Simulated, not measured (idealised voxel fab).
process module | voxel self aligned vias
cross-section cut | 190 nm wide | cells 5 nm
A cross-section is a grid of square cells, given in bands from the top down. A band is one or more rows of cells.
Each band's line starts with the height of the band's top and of its bottom, in nm. Then come its materials from left to right, each with its width in nm. One material with "throughout" fills the band from edge to edge. "air" is empty space.
Height 0 is the level under which the wafer as received is all one material. The lowest band goes on downwards, as in "0 down".
A width such as "30 to 40" changes by the same amount from each row of cells to the next, from the band's top row to its bottom row.
"no change" after a step means that no cell of the cross-section changed.
closed voids: empty space of 8 cells or more with no open way to the top, each as width x height at its distance from the left edge, in nm
after a step's settings: what the simulator itself notes on the step
overlay nm, on a step with a mask: how far to the right of its planned place the mask lay; to the left if negative
plan
1 op RECEIVE | material Si
2 op CONFORMAL_DEP | material SiO2 | thk nm 10
3 op CONFORMAL_DEP | material SiCN | thk nm 5
4 op DIRECTIONAL_DEP | material lowk | thk nm 30
5 op DIRECTIONAL_DEP | material aC | thk nm 10
6 op PATTERN | tone open | mask id LINES | material resist | width nm 30 | pitch nm 80 | thk nm 25 | overlay nm 0
7 op DIRECTIONAL_ETCH | etch materials aC | depth nm 10
8 op STRIP | etch materials resist
9 op DIRECTIONAL_ETCH | etch materials lowk | depth nm 30
10 op STRIP | etch materials aC
11 op CONFORMAL_DEP | material TiN | thk nm 5
12 op FILL_DEP | material Ru | thk nm 5
13 op CMP | height nm 45
14 op SELECTIVE_ETCH | etch materials W Ru TiN | depth nm 10
15 op FILL_DEP | material SiN | thk nm 5
16 op CMP | height nm 45
17 op DIRECTIONAL_DEP | material lowk | thk nm 20
18 op DIRECTIONAL_DEP | material aC | thk nm 10
19 op PATTERN | tone open | mask id VIAS | material resist | width nm 50 | pitch nm 80 | thk nm 25 | overlay nm 0
20 op DIRECTIONAL_ETCH | etch materials aC | depth nm 10
21 op STRIP | etch materials resist
22 op DIRECTIONAL_ETCH | etch materials lowk | depth nm 20
23 op DIRECTIONAL_ETCH | etch materials SiN | depth nm 10
24 op STRIP | etch materials aC
25 op CONFORMAL_DEP | material TiN | thk nm 5
26 op FILL_DEP | material W | thk nm 5
27 op CMP | height nm 65
28 op CONFORMAL_DEP | material SiCN | thk nm 5
as received, after step 1
  0 down: Si throughout
  closed voids: none
first wafer at the end, as planned
  70 to 65: SiCN throughout
  65 to 50: lowk 30 | TiN 5 | W 40 | TiN 5 | lowk 30 | TiN 5 | W 40 | TiN 5 | lowk 30
  50 to 40: lowk 30 to 40 | TiN 15 to 5 | W 20 | TiN 15 to 5 | lowk 30 to 50 | TiN 15 to 5 | W 20 | TiN 15 to 5 | lowk 30 to 40
  40 to 35: lowk 40 | TiN 30 | lowk 50 | TiN 30 | lowk 40
  35 to 20: lowk 40 | TiN 5 | Ru 20 | TiN 5 | lowk 50 | TiN 5 | Ru 20 | TiN 5 | lowk 40
  20 to 15: lowk 40 | TiN 30 | lowk 50 | TiN 30 | lowk 40
  15 to 10: SiCN throughout
  10 to 0: SiO2 throughout
  0 down: Si throughout
  closed voids: none
second wafer at the end: like start, like plan, one mistake
  70 to 65: SiCN throughout
  65 to 40: lowk 30 | TiN 5 | W 40 | TiN 5 | lowk 30 | TiN 5 | W 40 | TiN 5 | lowk 30
  40 to 35: lowk 30 | TiN 50 | lowk 30 | TiN 50 | lowk 30
  35 to 25: lowk 30 | TiN 15 | Ru 20 | TiN 15 | lowk 30 | TiN 15 | Ru 20 | TiN 15 | lowk 30
  25 to 20: lowk 40 | TiN 5 | Ru 20 | TiN 5 | lowk 50 | TiN 5 | Ru 20 | TiN 5 | lowk 40
  20 to 15: lowk 40 | TiN 30 | lowk 50 | TiN 30 | lowk 40
  15 to 10: SiCN throughout
  10 to 0: SiO2 throughout
  0 down: Si throughout
  closed voids: none
what went wrong: step 22 was run twice
at the end the second wafer has, in cells: 16 more of TiN | 16 more of W | 32 fewer of lowk
